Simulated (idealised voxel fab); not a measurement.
Presented below is a process module, voxel capacitor over wiring.
The figure presents cross-section cut, which has a width of 255 nm and is divided into square cells with an edge length of 5 nm.
When this document writes out a cross-section, it uses a grid of square cells and lists it as bands, beginning at the top and moving down, with a band standing for one or more rows of cells.
A band entry consists of two parts. The first gives the height of the band's top and the height of its bottom, in nm. The rest lists the band's materials from left to right, each with its width in nm. A single material labelled with the word "edge to edge" fills the band from edge to edge, and the word "blank" marks empty space.
We count height from 0. Below that, the starting wafer is all one material. The lowest band never ends at the bottom but goes on down; see "from 0 down" for how that is written.
The notation "30..40" denotes a width that varies across the rows of cells in the band, beginning at the first number in the top row, finishing at the second number in the bottom row, and changing by an identical amount from each row to the next.
Take "everything unchanged" at face value: in the step it is given for, the cross-section changed in none of its cells.
Look at "Voids, sealed" for the closed voids: empty spaces with no open path to the top, sized 8 cells or up. Each is width x height at distance, distance from the left edge, all nm.
Whatever follows a step's settings on its line is a remark the simulator itself makes about that step.
On any step carrying a mask, the "overlay nm" setting, if present on the step's line, tells how far right of its planned place the mask lay; negative values point to the left.

Steps in the process plan
| 1 | RECEIVE: material Si |
| 2 | CONFORMAL_DEP: material SiO2, thk nm 15 |
| 3 | DIRECTIONAL_DEP: material TiN, thk nm 5 |
| 4 | DIRECTIONAL_DEP: material Ru, thk nm 25 |
| 5 | MASKED_ETCH: tone cover, mask id METAL_1, width nm 20, pitch nm 85, etch materials Ru, depth nm 25, overlay nm 0 |
| 6 | MASKED_ETCH: tone cover, mask id METAL_1, width nm 20, pitch nm 85, etch materials TiN, depth nm 5, overlay nm 0 |
| 7 | FILL_DEP: material SiO2, thk nm 10 |
| 8 | CMP: height nm 45 |
| 9 | CONFORMAL_DEP: material SiCN, thk nm 5 |
| 10 | DIRECTIONAL_DEP: material SiO2, thk nm 20 |
| 11 | DIRECTIONAL_DEP: material aC, thk nm 10 |
| 12 | PATTERN: tone open, mask id PLUG_1, material resist, width nm 15, thk nm 30, overlay nm 0 |
| 13 | DIRECTIONAL_ETCH: etch materials aC, depth nm 10 |
| 14 | STRIP: etch materials resist |
| 15 | DIRECTIONAL_ETCH: etch materials SiO2, depth nm 20 |
| 16 | DIRECTIONAL_ETCH: etch materials SiCN, depth nm 5 |
| 17 | STRIP: etch materials aC |
| 18 | EPI: material Ru, thk nm 10 |
| 19 | EPI: material Ru, thk nm 10 |
| 20 | EPI: material Ru, thk nm 5 |
| 21 | DIRECTIONAL_DEP: material TiN, thk nm 5 |
| 22 | DIRECTIONAL_DEP: material HfO2, thk nm 5 |
| 23 | DIRECTIONAL_DEP: material TiN, thk nm 5 |
| 24 | MASKED_ETCH: tone cover, mask id UPPER_PLATE, width nm 70, etch materials TiN, depth nm 5, overlay nm 0 |
| 25 | MASKED_ETCH: tone cover, mask id UPPER_PLATE, width nm 70, etch materials HfO2, depth nm 5, overlay nm 0 |
| 26 | MASKED_ETCH: tone cover, mask id LOWER_PLATE, width nm 80, etch materials TiN, depth nm 5, overlay nm 0 |
| 27 | FILL_DEP: material SiO2, thk nm 15 |
| 28 | CMP: height nm 95 |
| 29 | PATTERN: tone open, mask id PLUG_2, material resist, width nm 15, thk nm 15, overlay nm 0 |
| 30 | DIRECTIONAL_ETCH: etch materials SiO2, depth nm 10 |
| 31 | STRIP: etch materials resist |
| 32 | CONFORMAL_DEP: material TiN, thk nm 5 |
| 33 | FILL_DEP: material Ru, thk nm 10 |
| 34 | CMP: height nm 95 |
| 35 | CONFORMAL_DEP: material SiCN, thk nm 5 |
For clarity, it should be stated that the wafers under discussion commence in an identical condition and differ with respect to the thk nm of step 32, the plan indicating the value that the first wafer had.

Received condition of the first of several wafers, sectioned: post-step 1
from 0 down | Si edge to edge
Voids, sealed: none

Depicted here is the first of several wafers in cross-section, at module completion following the last step, step 35
from 100 to 95 | SiCN edge to edge
from 95 to 90 | 90 of SiO2; 5 of TiN; 5 of Ru; 5 of TiN; 150 of SiO2
from 90 to 80 | 90..80 of SiO2; 15..70 of TiN; 150..105 of SiO2
from 80 to 75 | 80 of SiO2; 70 of HfO2; 105 of SiO2
from 75 to 70 | 75 of SiO2; 80 of TiN; 100 of SiO2
from 70 to 50 | 80 of SiO2; 15 of Ru; 160 of SiO2
from 50 to 45 | 80 of SiCN; 15 of Ru; 160 of SiCN
from 45 to 20 | 75 of SiO2; 20 of Ru; 65 of SiO2; 20 of Ru; 75 of SiO2
from 20 to 15 | 75 of SiO2; 20 of TiN; 65 of SiO2; 20 of TiN; 75 of SiO2
from 15 to 0 | SiO2 edge to edge
from 0 down | Si edge to edge
Voids, sealed: none

Cross-section of the last wafer at end of module
from 100 to 95 | SiCN edge to edge
from 95 to 85 | 90 of SiO2; 15 of TiN; 150 of SiO2
from 85 to 80 | 80 of SiO2; 70 of TiN; 105 of SiO2
from 80 to 75 | 80 of SiO2; 70 of HfO2; 105 of SiO2
from 75 to 70 | 75 of SiO2; 80 of TiN; 100 of SiO2
from 70 to 50 | 80 of SiO2; 15 of Ru; 160 of SiO2
from 50 to 45 | 80 of SiCN; 15 of Ru; 160 of SiCN
from 45 to 20 | 75 of SiO2; 20 of Ru; 65 of SiO2; 20 of Ru; 75 of SiO2
from 20 to 15 | 75 of SiO2; 20 of TiN; 65 of SiO2; 20 of TiN; 75 of SiO2
from 15 to 0 | SiO2 edge to edge
from 0 down | Si edge to edge
Voids, sealed: none

Heads up, this table goes wafer by wafer. A row tells you, at the end of the module, how many cells of each material that wafer has put on (+) or dropped (-) since it was received, and then its closed voids
thk nm 5; +14 HfO2; +56 Ru; +99 SiCN; +808 SiO2; +43 TiN; Voids, sealed: none
thk nm 10; +14 HfO2; +55 Ru; +99 SiCN; +808 SiO2; +44 TiN; Voids, sealed: none
thk nm 15; +14 HfO2; +55 Ru; +99 SiCN; +808 SiO2; +44 TiN; Voids, sealed: none
thk nm 20; +14 HfO2; +55 Ru; +99 SiCN; +808 SiO2; +44 TiN; Voids, sealed: none
